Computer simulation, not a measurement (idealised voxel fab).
The following process module bears the name voxel self aligned vias.
Cross-section cut spans 275 nm and uses square cells 5 nm in size.
A cross-section in this document is a grid of square cells, and it is written down as bands, the top band listed before the ones below it; a band is made up of one or more rows of cells.
This entry defines a band. It first specifies the height of the band's top and the height of its bottom in nm, and then specifies the band's materials from left to right, stating each material with its width in nm. The word "throughout" identifies a single material that fills the band from edge to edge, while the word "air" identifies empty space.
For the purposes of this specification, 0 denotes the height below which the wafer in its as-received condition is composed wholly of one material, and the lowermost band, lacking a lower limit, extends downward without end, as expressed in "z 0 and below".
Graded width ("30 to 40"): value in top row of band = first number; value in bottom row = second number; row-to-row change constant.
Step marked "nothing changed"? Then no cell in the cross-section changed in it.
Each empty space that has no open way to the top and spans at least 8 cells appears under "Closed internal voids" as width x height at distance, the distance counted from the left edge, all in nm.
That trailing text on a step's line, after the settings, is the simulator's own remark on the step.
"overlay nm" on a masked step: distance the mask lay right of its planned place, negative for left.
[List of planned process steps]
step 1: RECEIVE | material Si
step 2: CONFORMAL_DEP | material SiO2 | thk nm 10
step 3: CONFORMAL_DEP | material SiCN | thk nm 5
step 4: DIRECTIONAL_DEP | material SiO2 | thk nm 20
step 5: MASKED_ETCH | tone open | mask id LINES | width nm 20 | pitch nm 50 | etch materials SiO2 | depth nm 20 | overlay nm 0
step 6: CONFORMAL_DEP | material TiN | thk nm 5
step 7: FILL_DEP | material W | thk nm 10
step 8: CMP | height nm 35
step 9: SELECTIVE_ETCH | etch materials W Ru TiN | depth nm 10
step 10: FILL_DEP | material SiN | thk nm 10
step 11: CMP | height nm 35
step 12: DIRECTIONAL_DEP | material SiO2 | thk nm 15
step 13: PATTERN | tone open | mask id VIAS | material resist | width nm 30 | thk nm 15 | overlay nm 0
step 14: DIRECTIONAL_ETCH | etch materials SiO2 | depth nm 15
step 15: DIRECTIONAL_ETCH | etch materials SiN | depth nm 10
step 16: STRIP | etch materials resist
step 17: CONFORMAL_DEP | material TiN | thk nm 5
step 18: FILL_DEP | material Ru | thk nm 5
step 19: CMP | height nm 50
step 20: CONFORMAL_DEP | material SiN | thk nm 5
[Delivered wafer in cross-section: state after step 1]
z 0 and below = Si throughout
Closed internal voids: none
[First wafer of two, sectioned at end of module; run went per plan]
z 55 to 50 = SiN throughout
z 50 to 40 = SiO2 (95) | TiN (5) | Ru (20) | TiN (5) | SiO2 (150)
z 40 to 35 = SiO2 (95) | TiN (10) | Ru (10) | TiN (10) | SiO2 (150)
z 35 to 30 = SiO2 (100) | TiN (5) | Ru (10) | TiN (5) | SiO2 (30) | SiN (20) | SiO2 (105)
z 30 to 25 = SiO2 (100) | TiN (20) | SiO2 (30) | SiN (20) | SiO2 (105)
z 25 to 20 = SiO2 (100) | TiN (5) | W (10) | TiN (5) | SiO2 (30) | TiN (5) | W (10) | TiN (5) | SiO2 (105)
z 20 to 15 = SiO2 (100) | TiN (20) | SiO2 (30) | TiN (20) | SiO2 (105)
z 15 to 10 = SiCN throughout
z 10 to 0 = SiO2 throughout
z 0 and below = Si throughout
Closed internal voids: none
[Cross-section at end of module for the second wafer of two, which matched the first in starting point and plan and differed by one mistake in its processing]
z 55 to 50 = SiN throughout
z 50 to 35 = SiO2 (95) | TiN (5) | Ru (20) | TiN (5) | SiO2 (150)
z 35 to 30 = SiN (95) | TiN (10) | Ru (10) | TiN (10) | SiN (150)
z 30 to 25 = SiO2 (100) | TiN (20) | SiO2 (30) | SiN (20) | SiO2 (105)
z 25 to 15 = SiO2 (100) | TiN (5) | W (10) | TiN (5) | SiO2 (30) | TiN (5) | W (10) | TiN (5) | SiO2 (105)
z 15 to 10 = SiO2 (100) | TiN (20) | SiO2 (30) | TiN (20) | SiO2 (105)
z 10 to 0 = SiO2 throughout
z 0 and below = Si throughout
Closed internal voids: none
Heads up, the wafer didn't run the way we planned it: plan step 3: skipped, not run
The final cell counts differ between the wafers, with the second having more or fewer of some materials than the first: Ru +2; SiCN -55; SiN +45; TiN +4; W +4
